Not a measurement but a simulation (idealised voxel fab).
Process module heading - voxel wiring stack
Cross-sectional view cut (width: 260 nm; square cell size: 5 nm).
This document writes a cross-section as a grid whose cells are square, and gives it as bands, listed from the top down; one or more rows of cells form a band. Heads up on the band format: heights come first, top then bottom, in nm. After that it's the materials left to right, each with its width in nm. A single material flagged "everywhere" fills the whole band edge to edge, and "empty" means there's empty space there. A quick word on heights: they are counted from 0, and under that level the wafer as it came to us is one material throughout. The lowest band is different from the rest in having no bottom; it simply continues downward, written as in "z 0 and below". So if you see something like "30 to 40" for the width, read it as the top row of the band sitting at the first number and the bottom row at the second, with every row in between moving by the same amount as the last. "no alterations made" for a step: no cell of the cross-section changed in that step. "Enclosed void catalog": empty spaces of 8 cells or more with no open way to the top, each given as width x height at distance, distance from the left edge, all in nm. Heads up: the bit after the settings on a step's line is the simulator's remark on that step. Among the settings permitted on a step's line is "overlay nm"; applied to a step with a mask, it specifies the extent to which the mask lay to the right of its planned position, whereas a negative figure signifies a position to the left. From here on the document is pairs. In a pair, the cross-section before one process step comes with the cross-section after it, and the latter goes no deeper than the lowest band that changed. What lies in between, the step and its settings, is written under the pair. A pair may be from a different run of this module on the same starting wafer than the pair above it, so it continues from that pair only where its entry headed "Incoming profile" says so.

## Incoming profile
- z 0 and below: Si everywhere
- Enclosed void catalog: none

## Post-Process View
- z 10 to 0: SiO2 everywhere
- below 0: unchanged
- Enclosed void catalog: none
The before and after cross-sections above are linked by CONFORMAL_DEP | material SiO2 | thk nm 10

Incoming profile: the after view from the pair directly above serves as the before view here.

## Post-Process View
- z 15 to 10: SiCN everywhere
- below 10: unchanged
- Enclosed void catalog: none
The before and after cross-sections above are linked by CONFORMAL_DEP | material SiCN | thk nm 5

Incoming profile: the after view from the pair directly above serves as the before view here.

## Post-Process View
- z 40 to 15: SiO2 everywhere
- below 15: unchanged
- Enclosed void catalog: none
The before and after cross-sections above are linked by DIRECTIONAL_DEP | material SiO2 | thk nm 25

Incoming profile: the after view from the pair directly above serves as the before view here.

## Post-Process View
- z 40 to 15: SiO2 (30) / empty (30) / SiO2 (25) / empty (30) / SiO2 (25) / empty (30) / SiO2 (25) / empty (30) / SiO2 (35)
- below 15: unchanged
- Enclosed void catalog: none
The before and after cross-sections above are linked by MASKED_ETCH | tone open | mask id METAL_1 | width nm 30 | pitch nm 55 | etch materials SiO2 | depth nm 25 | overlay nm 0

Incoming profile: the after view from the pair directly above serves as the before view here.

## Post-Process View
- z 40 to 15: SiO2 (30) / empty (30) / SiO2 (25) / empty (30) / SiO2 (25) / empty (30) / SiO2 (25) / empty (30) / SiO2 (35)
- z 15 to 10: SiCN (30) / empty (30) / SiCN (25) / empty (30) / SiCN (25) / empty (30) / SiCN (25) / empty (30) / SiCN (35)
- below 10: unchanged
- Enclosed void catalog: none
The before and after cross-sections above are linked by MASKED_ETCH | tone open | mask id METAL_1 | width nm 30 | pitch nm 55 | etch materials SiCN | depth nm 5 | overlay nm 0

Incoming profile: the after view from the pair directly above serves as the before view here.

## Post-Process View
- z 45 to 40: TiN (35) / empty (20) / TiN (35) / empty (20) / TiN (35) / empty (20) / TiN (35) / empty (20) / TiN (40)
- z 40 to 15: SiO2 (30) / TiN (5) / empty (20) / TiN (5) / SiO2 (25) / TiN (5) / empty (20) / TiN (5) / SiO2 (25) / TiN (5) / empty (20) / TiN (5) / SiO2 (25) / TiN (5) / empty (20) / TiN (5) / SiO2 (35)
- z 15 to 10: SiCN (30) / TiN (30) / SiCN (25) / TiN (30) / SiCN (25) / TiN (30) / SiCN (25) / TiN (30) / SiCN (35)
- below 10: unchanged
- Enclosed void catalog: none
The before and after cross-sections above are linked by CONFORMAL_DEP | material TiN | thk nm 5

Incoming profile: the after view from the pair directly above serves as the before view here.

## Post-Process View
- z 50 to 45: Cu everywhere
- z 45 to 40: TiN (35) / Cu (20) / TiN (35) / Cu (20) / TiN (35) / Cu (20) / TiN (35) / Cu (20) / TiN (40)
- z 40 to 15: SiO2 (30) / TiN (5) / Cu (20) / TiN (5) / SiO2 (25) / TiN (5) / Cu (20) / TiN (5) / SiO2 (25) / TiN (5) / Cu (20) / TiN (5) / SiO2 (25) / TiN (5) / Cu (20) / TiN (5) / SiO2 (35)
- below 15: unchanged
- Enclosed void catalog: none
The before and after cross-sections above are linked by FILL_DEP | material Cu | thk nm 5

Incoming profile: the after view from the pair directly above serves as the before view here.

## Post-Process View
- z 40 to 15: SiO2 (30) / TiN (5) / Cu (20) / TiN (5) / SiO2 (25) / TiN (5) / Cu (20) / TiN (5) / SiO2 (25) / TiN (5) / Cu (20) / TiN (5) / SiO2 (25) / TiN (5) / Cu (20) / TiN (5) / SiO2 (35)
- below 15: unchanged
- Enclosed void catalog: none
The before and after cross-sections above are linked by CMP | height nm 40

Incoming profile: the after view from the pair directly above serves as the before view here.

## Post-Process View
- z 45 to 40: SiCN everywhere
- below 40: unchanged
- Enclosed void catalog: none
The before and after cross-sections above are linked by CONFORMAL_DEP | material SiCN | thk nm 5

Incoming profile: the after view from the pair directly above serves as the before view here.

## Post-Process View
- z 80 to 45: SiO2 everywhere
- below 45: unchanged
- Enclosed void catalog: none
The before and after cross-sections above are linked by DIRECTIONAL_DEP | material SiO2 | thk nm 35

Incoming profile: the after view from the pair directly above serves as the before view here.

## Post-Process View
- z 95 to 80: resist (30) / empty (15) / resist (40) / empty (15) / resist (40) / empty (15) / resist (40) / empty (15) / resist (50)
- below 80: unchanged
- Enclosed void catalog: none
The before and after cross-sections above are linked by PATTERN | tone open | mask id METAL_2_HOLES | material resist | width nm 15 | pitch nm 55 | thk nm 15 | overlay nm 0

Incoming profile: the after view from the pair directly above serves as the before view here.

## Post-Process View
- z 95 to 80: resist (30) / empty (15) / resist (40) / empty (15) / resist (40) / empty (15) / resist (40) / empty (15) / resist (50)
- z 80 to 45: SiO2 (30) / empty (15) / SiO2 (40) / empty (15) / SiO2 (40) / empty (15) / SiO2 (40) / empty (15) / SiO2 (50)
- below 45: unchanged
- Enclosed void catalog: none
The before and after cross-sections above are linked by DIRECTIONAL_ETCH | etch materials SiO2 | depth nm 35

Incoming profile: the after view from the pair directly above serves as the before view here.

## Post-Process View
- z 80 to 45: SiO2 (30) / empty (15) / SiO2 (40) / empty (15) / SiO2 (40) / empty (15) / SiO2 (40) / empty (15) / SiO2 (50)
- below 45: unchanged
- Enclosed void catalog: none
The before and after cross-sections above are linked by STRIP | etch materials resist

Incoming profile: the after view from the pair directly above serves as the before view here.

## Post-Process View
- z 100 to 80: resist (30) / empty (30) / resist (25) / empty (30) / resist (25) / empty (30) / resist (25) / empty (30) / resist (35)
- below 80: unchanged
- Enclosed void catalog: none
The before and after cross-sections above are linked by PATTERN | tone open | mask id METAL_2 | material resist | width nm 30 | pitch nm 55 | thk nm 20 | overlay nm 0

Incoming profile: the after view from the pair directly above serves as the before view here.

## Post-Process View
- z 100 to 80: resist (30) / empty (30) / resist (25) / empty (30) / resist (25) / empty (30) / resist (25) / empty (30) / resist (35)
- z 80 to 60: SiO2 (30) / empty (30) / SiO2 (25) / empty (30) / SiO2 (25) / empty (30) / SiO2 (25) / empty (30) / SiO2 (35)
- below 60: unchanged
- Enclosed void catalog: none
The before and after cross-sections above are linked by DIRECTIONAL_ETCH | etch materials SiO2 | depth nm 20

Incoming profile: the after view from the pair directly above serves as the before view here.

## Post-Process View
- z 100 to 80: resist (30) / empty (30) / resist (25) / empty (30) / resist (25) / empty (30) / resist (25) / empty (30) / resist (35)
- z 80 to 60: SiO2 (30) / empty (30) / SiO2 (25) / empty (30) / SiO2 (25) / empty (30) / SiO2 (25) / empty (30) / SiO2 (35)
- z 60 to 45: SiO2 (30) / empty (15) / SiO2 (40) / empty (15) / SiO2 (40) / empty (15) / SiO2 (40) / empty (15) / SiO2 (50)
- z 45 to 40: SiCN (30) / empty (15) / SiCN (40) / empty (15) / SiCN (40) / empty (15) / SiCN (40) / empty (15) / SiCN (50)
- below 40: unchanged
- Enclosed void catalog: none
The before and after cross-sections above are linked by DIRECTIONAL_ETCH | etch materials SiCN | depth nm 5

Incoming profile: the after view from the pair directly above serves as the before view here.

## Post-Process View
- z 80 to 60: SiO2 (30) / empty (30) / SiO2 (25) / empty (30) / SiO2 (25) / empty (30) / SiO2 (25) / empty (30) / SiO2 (35)
- below 60: unchanged
- Enclosed void catalog: none
The before and after cross-sections above are linked by STRIP | etch materials resist

Incoming profile: the after view from the pair directly above serves as the before view here.

## Post-Process View
- z 85 to 80: TiN (35) / empty (20) / TiN (35) / empty (20) / TiN (35) / empty (20) / TiN (35) / empty (20) / TiN (40)
- z 80 to 65: SiO2 (30) / TiN (5) / empty (20) / TiN (5) / SiO2 (25) / TiN (5) / empty (20) / TiN (5) / SiO2 (25) / TiN (5) / empty (20) / TiN (5) / SiO2 (25) / TiN (5) / empty (20) / TiN (5) / SiO2 (35)
- z 65 to 60: SiO2 (30) / TiN (5) / empty (5) / TiN (20) / SiO2 (25) / TiN (5) / empty (5) / TiN (20) / SiO2 (25) / TiN (5) / empty (5) / TiN (20) / SiO2 (25) / TiN (5) / empty (5) / TiN (20) / SiO2 (35)
- z 60 to 45: SiO2 (30) / TiN (5) / empty (5) / TiN (5) / SiO2 (40) / TiN (5) / empty (5) / TiN (5) / SiO2 (40) / TiN (5) / empty (5) / TiN (5) / SiO2 (40) / TiN (5) / empty (5) / TiN (5) / SiO2 (50)
- z 45 to 40: SiCN (30) / TiN (15) / SiCN (40) / TiN (15) / SiCN (40) / TiN (15) / SiCN (40) / TiN (15) / SiCN (50)
- below 40: unchanged
- Enclosed void catalog: none
The before and after cross-sections above are linked by CONFORMAL_DEP | material TiN | thk nm 5

Incoming profile: the after view from the pair directly above serves as the before view here.

## Post-Process View
- z 90 to 85: Ru everywhere
- z 85 to 80: TiN (35) / Ru (20) / TiN (35) / Ru (20) / TiN (35) / Ru (20) / TiN (35) / Ru (20) / TiN (40)
- z 80 to 65: SiO2 (30) / TiN (5) / Ru (20) / TiN (5) / SiO2 (25) / TiN (5) / Ru (20) / TiN (5) / SiO2 (25) / TiN (5) / Ru (20) / TiN (5) / SiO2 (25) / TiN (5) / Ru (20) / TiN (5) / SiO2 (35)
- z 65 to 60: SiO2 (30) / TiN (5) / Ru (5) / TiN (20) / SiO2 (25) / TiN (5) / Ru (5) / TiN (20) / SiO2 (25) / TiN (5) / Ru (5) / TiN (20) / SiO2 (25) / TiN (5) / Ru (5) / TiN (20) / SiO2 (35)
- z 60 to 45: SiO2 (30) / TiN (5) / Ru (5) / TiN (5) / SiO2 (40) / TiN (5) / Ru (5) / TiN (5) / SiO2 (40) / TiN (5) / Ru (5) / TiN (5) / SiO2 (40) / TiN (5) / Ru (5) / TiN (5) / SiO2 (50)
- below 45: unchanged
- Enclosed void catalog: none
The before and after cross-sections above are linked by FILL_DEP | material Ru | thk nm 5

Incoming profile: the after view from the pair directly above serves as the before view here.

## Post-Process View
- z 80 to 65: SiO2 (30) / TiN (5) / Ru (20) / TiN (5) / SiO2 (25) / TiN (5) / Ru (20) / TiN (5) / SiO2 (25) / TiN (5) / Ru (20) / TiN (5) / SiO2 (25) / TiN (5) / Ru (20) / TiN (5) / SiO2 (35)
- below 65: unchanged
- Enclosed void catalog: none
The before and after cross-sections above are linked by CMP | height nm 80

Incoming profile: the after view from the pair directly above serves as the before view here.

## Post-Process View
- z 85 to 80: SiCN everywhere
- below 80: unchanged
- Enclosed void catalog: none
The before and after cross-sections above are linked by CONFORMAL_DEP | material SiCN | thk nm 5

Incoming profile: the after view from the pair directly above serves as the before view here.

## Post-Process View
- z 110 to 85: SiO2 everywhere
- below 85: unchanged
- Enclosed void catalog: none
The before and after cross-sections above are linked by DIRECTIONAL_DEP | material SiO2 | thk nm 25

Incoming profile: the after view from the pair directly above serves as the before view here.

## Post-Process View
- z 125 to 110: resist (30) / empty (30) / resist (25) / empty (30) / resist (25) / empty (30) / resist (25) / empty (30) / resist (35)
- below 110: unchanged
- Enclosed void catalog: none
The before and after cross-sections above are linked by PATTERN | tone open | mask id METAL_3 | material resist | width nm 30 | pitch nm 55 | thk nm 15 | overlay nm 0

Incoming profile: the after view from the pair directly above serves as the before view here.

## Post-Process View
- z 125 to 110: resist (30) / empty (30) / resist (25) / empty (30) / resist (25) / empty (30) / resist (25) / empty (30) / resist (35)
- z 110 to 95: SiO2 (30) / empty (30) / SiO2 (25) / empty (30) / SiO2 (25) / empty (30) / SiO2 (25) / empty (30) / SiO2 (35)
- below 95: unchanged
- Enclosed void catalog: none
The before and after cross-sections above are linked by DIRECTIONAL_ETCH | etch materials SiO2 | depth nm 15

Incoming profile: the after view from the pair directly above serves as the before view here.

## Post-Process View
- z 110 to 95: SiO2 (30) / empty (30) / SiO2 (25) / empty (30) / SiO2 (25) / empty (30) / SiO2 (25) / empty (30) / SiO2 (35)
- below 95: unchanged
- Enclosed void catalog: none
The before and after cross-sections above are linked by STRIP | etch materials resist

Incoming profile: the after view from the pair directly above serves as the before view here.

## Post-Process View
- z 130 to 110: resist (30) / empty (15) / resist (40) / empty (15) / resist (40) / empty (15) / resist (40) / empty (15) / resist (50)
- z 110 to 95: SiO2 (30) / empty (15) / resist (15) / SiO2 (25) / empty (15) / resist (15) / SiO2 (25) / empty (15) / resist (15) / SiO2 (25) / empty (15) / resist (15) / SiO2 (35)
- below 95: unchanged
- Enclosed void catalog: none
The before and after cross-sections above are linked by PATTERN | tone open | mask id METAL_3_HOLES | material resist | width nm 15 | pitch nm 55 | thk nm 20 | overlay nm 0

Incoming profile: the after view from the pair directly above serves as the before view here.

## Post-Process View
- z 130 to 110: resist (30) / empty (15) / resist (40) / empty (15) / resist (40) / empty (15) / resist (40) / empty (15) / resist (50)
- z 110 to 95: SiO2 (30) / empty (15) / resist (15) / SiO2 (25) / empty (15) / resist (15) / SiO2 (25) / empty (15) / resist (15) / SiO2 (25) / empty (15) / resist (15) / SiO2 (35)
- z 95 to 85: SiO2 (30) / empty (15) / SiO2 (40) / empty (15) / SiO2 (40) / empty (15) / SiO2 (40) / empty (15) / SiO2 (50)
- below 85: unchanged
- Enclosed void catalog: none
The before and after cross-sections above are linked by DIRECTIONAL_ETCH | etch materials SiO2 | depth nm 10

Incoming profile: the after view from the pair directly above serves as the before view here.

## Post-Process View
- z 130 to 110: resist (30) / empty (15) / resist (40) / empty (15) / resist (40) / empty (15) / resist (40) / empty (15) / resist (50)
- z 110 to 95: SiO2 (30) / empty (15) / resist (15) / SiO2 (25) / empty (15) / resist (15) / SiO2 (25) / empty (15) / resist (15) / SiO2 (25) / empty (15) / resist (15) / SiO2 (35)
- z 95 to 85: SiO2 (30) / empty (15) / SiO2 (40) / empty (15) / SiO2 (40) / empty (15) / SiO2 (40) / empty (15) / SiO2 (50)
- z 85 to 80: SiCN (30) / empty (15) / SiCN (40) / empty (15) / SiCN (40) / empty (15) / SiCN (40) / empty (15) / SiCN (50)
- below 80: unchanged
- Enclosed void catalog: none
The before and after cross-sections above are linked by DIRECTIONAL_ETCH | etch materials SiCN | depth nm 5

Incoming profile: the after view from the pair directly above serves as the before view here.

## Post-Process View
- z 110 to 95: SiO2 (30) / empty (30) / SiO2 (25) / empty (30) / SiO2 (25) / empty (30) / SiO2 (25) / empty (30) / SiO2 (35)
- below 95: unchanged
- Enclosed void catalog: none
The before and after cross-sections above are linked by STRIP | etch materials resist

Incoming profile: the after view from the pair directly above serves as the before view here.

## Post-Process View
- z 115 to 110: TiN (35) / empty (20) / TiN (35) / empty (20) / TiN (35) / empty (20) / TiN (35) / empty (20) / TiN (40)
- z 110 to 100: SiO2 (30) / TiN (5) / empty (20) / TiN (5) / SiO2 (25) / TiN (5) / empty (20) / TiN (5) / SiO2 (25) / TiN (5) / empty (20) / TiN (5) / SiO2 (25) / TiN (5) / empty (20) / TiN (5) / SiO2 (35)
- z 100 to 95: SiO2 (30) / TiN (5) / empty (5) / TiN (20) / SiO2 (25) / TiN (5) / empty (5) / TiN (20) / SiO2 (25) / TiN (5) / empty (5) / TiN (20) / SiO2 (25) / TiN (5) / empty (5) / TiN (20) / SiO2 (35)
- z 95 to 85: SiO2 (30) / TiN (5) / empty (5) / TiN (5) / SiO2 (40) / TiN (5) / empty (5) / TiN (5) / SiO2 (40) / TiN (5) / empty (5) / TiN (5) / SiO2 (40) / TiN (5) / empty (5) / TiN (5) / SiO2 (50)
- z 85 to 80: SiCN (30) / TiN (15) / SiCN (40) / TiN (15) / SiCN (40) / TiN (15) / SiCN (40) / TiN (15) / SiCN (50)
- below 80: unchanged
- Enclosed void catalog: none
The before and after cross-sections above are linked by CONFORMAL_DEP | material TiN | thk nm 5

Incoming profile: the after view from the pair directly above serves as the before view here.

## Post-Process View
- z 120 to 115: Ru everywhere
- z 115 to 110: TiN (35) / Ru (20) / TiN (35) / Ru (20) / TiN (35) / Ru (20) / TiN (35) / Ru (20) / TiN (40)
- z 110 to 100: SiO2 (30) / TiN (5) / Ru (20) / TiN (5) / SiO2 (25) / TiN (5) / Ru (20) / TiN (5) / SiO2 (25) / TiN (5) / Ru (20) / TiN (5) / SiO2 (25) / TiN (5) / Ru (20) / TiN (5) / SiO2 (35)
- z 100 to 95: SiO2 (30) / TiN (5) / Ru (5) / TiN (20) / SiO2 (25) / TiN (5) / Ru (5) / TiN (20) / SiO2 (25) / TiN (5) / Ru (5) / TiN (20) / SiO2 (25) / TiN (5) / Ru (5) / TiN (20) / SiO2 (35)
- z 95 to 85: SiO2 (30) / TiN (5) / Ru (5) / TiN (5) / SiO2 (40) / TiN (5) / Ru (5) / TiN (5) / SiO2 (40) / TiN (5) / Ru (5) / TiN (5) / SiO2 (40) / TiN (5) / Ru (5) / TiN (5) / SiO2 (50)
- below 85: unchanged
- Enclosed void catalog: none
The before and after cross-sections above are linked by FILL_DEP | material Ru | thk nm 5

Incoming profile: the after view from the pair directly above serves as the before view here.

## Post-Process View
- z 110 to 100: SiO2 (30) / TiN (5) / Ru (20) / TiN (5) / SiO2 (25) / TiN (5) / Ru (20) / TiN (5) / SiO2 (25) / TiN (5) / Ru (20) / TiN (5) / SiO2 (25) / TiN (5) / Ru (20) / TiN (5) / SiO2 (35)
- below 100: unchanged
- Enclosed void catalog: none
The before and after cross-sections above are linked by CMP | height nm 110

Incoming profile: the after view from the pair directly above serves as the before view here.

## Post-Process View
- z 115 to 110: SiCN everywhere
- below 110: unchanged
- Enclosed void catalog: none
The before and after cross-sections above are linked by CONFORMAL_DEP | material SiCN | thk nm 5

## Incoming profile
- z 110 to 95: SiO2 (30) / empty (30) / SiO2 (25) / empty (30) / SiO2 (25) / empty (30) / SiO2 (25) / empty (30) / SiO2 (35)
- z 95 to 85: SiO2 everywhere
- z 85 to 80: SiCN everywhere
- z 80 to 65: SiO2 (30) / TiN (5) / Ru (20) / TiN (5) / SiO2 (25) / TiN (5) / Ru (20) / TiN (5) / SiO2 (25) / TiN (5) / Ru (20) / TiN (5) / SiO2 (25) / TiN (5) / Ru (20) / TiN (5) / SiO2 (35)
- z 65 to 60: SiO2 (30) / TiN (5) / Ru (5) / TiN (20) / SiO2 (25) / TiN (5) / Ru (5) / TiN (20) / SiO2 (25) / TiN (5) / Ru (5) / TiN (20) / SiO2 (25) / TiN (5) / Ru (5) / TiN (20) / SiO2 (35)
- z 60 to 45: SiO2 (30) / TiN (5) / Ru (5) / TiN (5) / SiO2 (40) / TiN (5) / Ru (5) / TiN (5) / SiO2 (40) / TiN (5) / Ru (5) / TiN (5) / SiO2 (40) / TiN (5) / Ru (5) / TiN (5) / SiO2 (50)
- z 45 to 40: SiCN (30) / TiN (15) / SiCN (40) / TiN (15) / SiCN (40) / TiN (15) / SiCN (40) / TiN (15) / SiCN (50)
- z 40 to 15: SiO2 (30) / TiN (5) / Cu (20) / TiN (5) / SiO2 (25) / TiN (5) / Cu (20) / TiN (5) / SiO2 (25) / TiN (5) / Cu (20) / TiN (5) / SiO2 (25) / TiN (5) / Cu (20) / TiN (5) / SiO2 (35)
- z 15 to 10: SiCN (30) / TiN (30) / SiCN (25) / TiN (30) / SiCN (25) / TiN (30) / SiCN (25) / TiN (30) / SiCN (35)
- z 10 to 0: SiO2 everywhere
- z 0 and below: Si everywhere
- Enclosed void catalog: none

## Post-Process View
- z 100 to 85: SiO2 (30) / empty (30) / SiO2 (25) / empty (30) / SiO2 (25) / empty (30) / SiO2 (25) / empty (30) / SiO2 (35)
- below 85: unchanged
- Enclosed void catalog: none
The before and after cross-sections above are linked by DIRECTIONAL_ETCH | etch materials SiO2 | depth nm 10

Incoming profile: the after view from the pair directly above serves as the before view here.

## Post-Process View
- z 100 to 85: SiO2 (30) / empty (30) / SiO2 (25) / empty (30) / SiO2 (25) / empty (30) / SiO2 (25) / empty (30) / SiO2 (35)
- z 85 to 80: SiCN (30) / empty (30) / SiCN (25) / empty (30) / SiCN (25) / empty (30) / SiCN (25) / empty (30) / SiCN (35)
- below 80: unchanged
- Enclosed void catalog: none
The before and after cross-sections above are linked by DIRECTIONAL_ETCH | etch materials SiCN | depth nm 5

Incoming profile: the after view from the pair directly above serves as the before view here.

## Post-Process View
- z 105 to 100: TiN (35) / empty (20) / TiN (35) / empty (20) / TiN (35) / empty (20) / TiN (35) / empty (20) / TiN (40)
- z 100 to 85: SiO2 (30) / TiN (5) / empty (20) / TiN (5) / SiO2 (25) / TiN (5) / empty (20) / TiN (5) / SiO2 (25) / TiN (5) / empty (20) / TiN (5) / SiO2 (25) / TiN (5) / empty (20) / TiN (5) / SiO2 (35)
- z 85 to 80: SiCN (30) / TiN (30) / SiCN (25) / TiN (30) / SiCN (25) / TiN (30) / SiCN (25) / TiN (30) / SiCN (35)
- below 80: unchanged
- Enclosed void catalog: none
The before and after cross-sections above are linked by CONFORMAL_DEP | material TiN | thk nm 5

Incoming profile: the after view from the pair directly above serves as the before view here.

## Post-Process View
- z 110 to 105: Ru everywhere
- z 105 to 100: TiN (35) / Ru (20) / TiN (35) / Ru (20) / TiN (35) / Ru (20) / TiN (35) / Ru (20) / TiN (40)
- z 100 to 85: SiO2 (30) / TiN (5) / Ru (20) / TiN (5) / SiO2 (25) / TiN (5) / Ru (20) / TiN (5) / SiO2 (25) / TiN (5) / Ru (20) / TiN (5) / SiO2 (25) / TiN (5) / Ru (20) / TiN (5) / SiO2 (35)
- below 85: unchanged
- Enclosed void catalog: none
The before and after cross-sections above are linked by FILL_DEP | material Ru | thk nm 5

Incoming profile: the after view from the pair directly above serves as the before view here.

## Post-Process View
- z 115 to 110: SiCN everywhere
- below 110: unchanged
- Enclosed void catalog: none
The before and after cross-sections above are linked by CONFORMAL_DEP | material SiCN | thk nm 5

## Incoming profile
- z 80 to 45: SiO2 everywhere
- z 45 to 40: SiCN everywhere
- z 40 to 15: SiO2 (30) / TiN (5) / Cu (20) / TiN (5) / SiO2 (25) / TiN (5) / Cu (20) / TiN (5) / SiO2 (25) / TiN (5) / Cu (20) / TiN (5) / SiO2 (25) / TiN (5) / Cu (20) / TiN (5) / SiO2 (35)
- z 15 to 10: SiCN (30) / TiN (30) / SiCN (25) / TiN (30) / SiCN (25) / TiN (30) / SiCN (25) / TiN (30) / SiCN (35)
- z 10 to 0: SiO2 everywhere
- z 0 and below: Si everywhere
- Enclosed void catalog: none

## Post-Process View
- z 115 to 45: SiO2 everywhere
- below 45: unchanged
- Enclosed void catalog: none
The before and after cross-sections above are linked by DIRECTIONAL_DEP | material SiO2 | thk nm 35

Incoming profile: the after view from the pair directly above serves as the before view here.

## Post-Process View
- z 130 to 115: resist (30) / empty (15) / resist (40) / empty (15) / resist (40) / empty (15) / resist (40) / empty (15) / resist (50)
- below 115: unchanged
- Enclosed void catalog: none
The before and after cross-sections above are linked by PATTERN | tone open | mask id METAL_2_HOLES | material resist | width nm 15 | pitch nm 55 | thk nm 15 | overlay nm 0

Incoming profile: the after view from the pair directly above serves as the before view here.

## Post-Process View
- z 130 to 115: resist (30) / empty (15) / resist (40) / empty (15) / resist (40) / empty (15) / resist (40) / empty (15) / resist (50)
- z 115 to 80: SiO2 (30) / empty (15) / SiO2 (40) / empty (15) / SiO2 (40) / empty (15) / SiO2 (40) / empty (15) / SiO2 (50)
- below 80: unchanged
- Enclosed void catalog: none
The before and after cross-sections above are linked by DIRECTIONAL_ETCH | etch materials SiO2 | depth nm 35

Incoming profile: the after view from the pair directly above serves as the before view here.

## Post-Process View
- z 115 to 80: SiO2 (30) / empty (15) / SiO2 (40) / empty (15) / SiO2 (40) / empty (15) / SiO2 (40) / empty (15) / SiO2 (50)
- below 80: unchanged
- Enclosed void catalog: none
The before and after cross-sections above are linked by STRIP | etch materials resist

Incoming profile: the after view from the pair directly above serves as the before view here.

## Post-Process View
- z 135 to 115: resist (30) / empty (30) / resist (25) / empty (30) / resist (25) / empty (30) / resist (25) / empty (30) / resist (35)
- below 115: unchanged
- Enclosed void catalog: none
The before and after cross-sections above are linked by PATTERN | tone open | mask id METAL_2 | material resist | width nm 30 | pitch nm 55 | thk nm 20 | overlay nm 0

Incoming profile: the after view from the pair directly above serves as the before view here.

## Post-Process View
- z 135 to 115: resist (30) / empty (30) / resist (25) / empty (30) / resist (25) / empty (30) / resist (25) / empty (30) / resist (35)
- z 115 to 95: SiO2 (30) / empty (30) / SiO2 (25) / empty (30) / SiO2 (25) / empty (30) / SiO2 (25) / empty (30) / SiO2 (35)
- z 95 to 60: SiO2 (30) / empty (15) / SiO2 (40) / empty (15) / SiO2 (40) / empty (15) / SiO2 (40) / empty (15) / SiO2 (50)
- below 60: unchanged
- Enclosed void catalog: none
The before and after cross-sections above are linked by DIRECTIONAL_ETCH | etch materials SiO2 | depth nm 20

Incoming profile: the after view from the pair directly above serves as the before view here.

## Post-Process View
- z 115 to 95: SiO2 (30) / empty (30) / SiO2 (25) / empty (30) / SiO2 (25) / empty (30) / SiO2 (25) / empty (30) / SiO2 (35)
- below 95: unchanged
- Enclosed void catalog: none
The before and after cross-sections above are linked by STRIP | etch materials resist

Incoming profile: the after view from the pair directly above serves as the before view here.

## Post-Process View
- z 120 to 115: TiN (35) / empty (20) / TiN (35) / empty (20) / TiN (35) / empty (20) / TiN (35) / empty (20) / TiN (40)
- z 115 to 100: SiO2 (30) / TiN (5) / empty (20) / TiN (5) / SiO2 (25) / TiN (5) / empty (20) / TiN (5) / SiO2 (25) / TiN (5) / empty (20) / TiN (5) / SiO2 (25) / TiN (5) / empty (20) / TiN (5) / SiO2 (35)
- z 100 to 95: SiO2 (30) / TiN (5) / empty (5) / TiN (20) / SiO2 (25) / TiN (5) / empty (5) / TiN (20) / SiO2 (25) / TiN (5) / empty (5) / TiN (20) / SiO2 (25) / TiN (5) / empty (5) / TiN (20) / SiO2 (35)
- z 95 to 65: SiO2 (30) / TiN (5) / empty (5) / TiN (5) / SiO2 (40) / TiN (5) / empty (5) / TiN (5) / SiO2 (40) / TiN (5) / empty (5) / TiN (5) / SiO2 (40) / TiN (5) / empty (5) / TiN (5) / SiO2 (50)
- z 65 to 60: SiO2 (30) / TiN (15) / SiO2 (40) / TiN (15) / SiO2 (40) / TiN (15) / SiO2 (40) / TiN (15) / SiO2 (50)
- below 60: unchanged
- Enclosed void catalog: none
The before and after cross-sections above are linked by CONFORMAL_DEP | material TiN | thk nm 5

Incoming profile: the after view from the pair directly above serves as the before view here.

## Post-Process View
- z 125 to 120: Ru everywhere
- z 120 to 115: TiN (35) / Ru (20) / TiN (35) / Ru (20) / TiN (35) / Ru (20) / TiN (35) / Ru (20) / TiN (40)
- z 115 to 100: SiO2 (30) / TiN (5) / Ru (20) / TiN (5) / SiO2 (25) / TiN (5) / Ru (20) / TiN (5) / SiO2 (25) / TiN (5) / Ru (20) / TiN (5) / SiO2 (25) / TiN (5) / Ru (20) / TiN (5) / SiO2 (35)
- z 100 to 95: SiO2 (30) / TiN (5) / Ru (5) / TiN (20) / SiO2 (25) / TiN (5) / Ru (5) / TiN (20) / SiO2 (25) / TiN (5) / Ru (5) / TiN (20) / SiO2 (25) / TiN (5) / Ru (5) / TiN (20) / SiO2 (35)
- z 95 to 65: SiO2 (30) / TiN (5) / Ru (5) / TiN (5) / SiO2 (40) / TiN (5) / Ru (5) / TiN (5) / SiO2 (40) / TiN (5) / Ru (5) / TiN (5) / SiO2 (40) / TiN (5) / Ru (5) / TiN (5) / SiO2 (50)
- below 65: unchanged
- Enclosed void catalog: none
The before and after cross-sections above are linked by FILL_DEP | material Ru | thk nm 5

Incoming profile: the after view from the pair directly above serves as the before view here.

## Post-Process View
- z 80 to 65: SiO2 (30) / TiN (5) / Ru (5) / TiN (5) / SiO2 (40) / TiN (5) / Ru (5) / TiN (5) / SiO2 (40) / TiN (5) / Ru (5) / TiN (5) / SiO2 (40) / TiN (5) / Ru (5) / TiN (5) / SiO2 (50)
- below 65: unchanged
- Enclosed void catalog: none
The before and after cross-sections above are linked by CMP | height nm 80

Incoming profile: the after view from the pair directly above serves as the before view here.

## Post-Process View
- z 85 to 80: SiCN everywhere
- below 80: unchanged
- Enclosed void catalog: none
The before and after cross-sections above are linked by CONFORMAL_DEP | material SiCN | thk nm 5

Incoming profile: the after view from the pair directly above serves as the before view here.

## Post-Process View
- z 110 to 85: SiO2 everywhere
- below 85: unchanged
- Enclosed void catalog: none
The before and after cross-sections above are linked by DIRECTIONAL_DEP | material SiO2 | thk nm 25

Incoming profile: the after view from the pair directly above serves as the before view here.

## Post-Process View
- z 125 to 110: resist (30) / empty (30) / resist (25) / empty (30) / resist (25) / empty (30) / resist (25) / empty (30) / resist (35)
- below 110: unchanged
- Enclosed void catalog: none
The before and after cross-sections above are linked by PATTERN | tone open | mask id METAL_3 | material resist | width nm 30 | pitch nm 55 | thk nm 15 | overlay nm 0

Incoming profile: the after view from the pair directly above serves as the before view here.

## Post-Process View
- z 125 to 110: resist (30) / empty (30) / resist (25) / empty (30) / resist (25) / empty (30) / resist (25) / empty (30) / resist (35)
- z 110 to 95: SiO2 (30) / empty (30) / SiO2 (25) / empty (30) / SiO2 (25) / empty (30) / SiO2 (25) / empty (30) / SiO2 (35)
- below 95: unchanged
- Enclosed void catalog: none
The before and after cross-sections above are linked by DIRECTIONAL_ETCH | etch materials SiO2 | depth nm 15
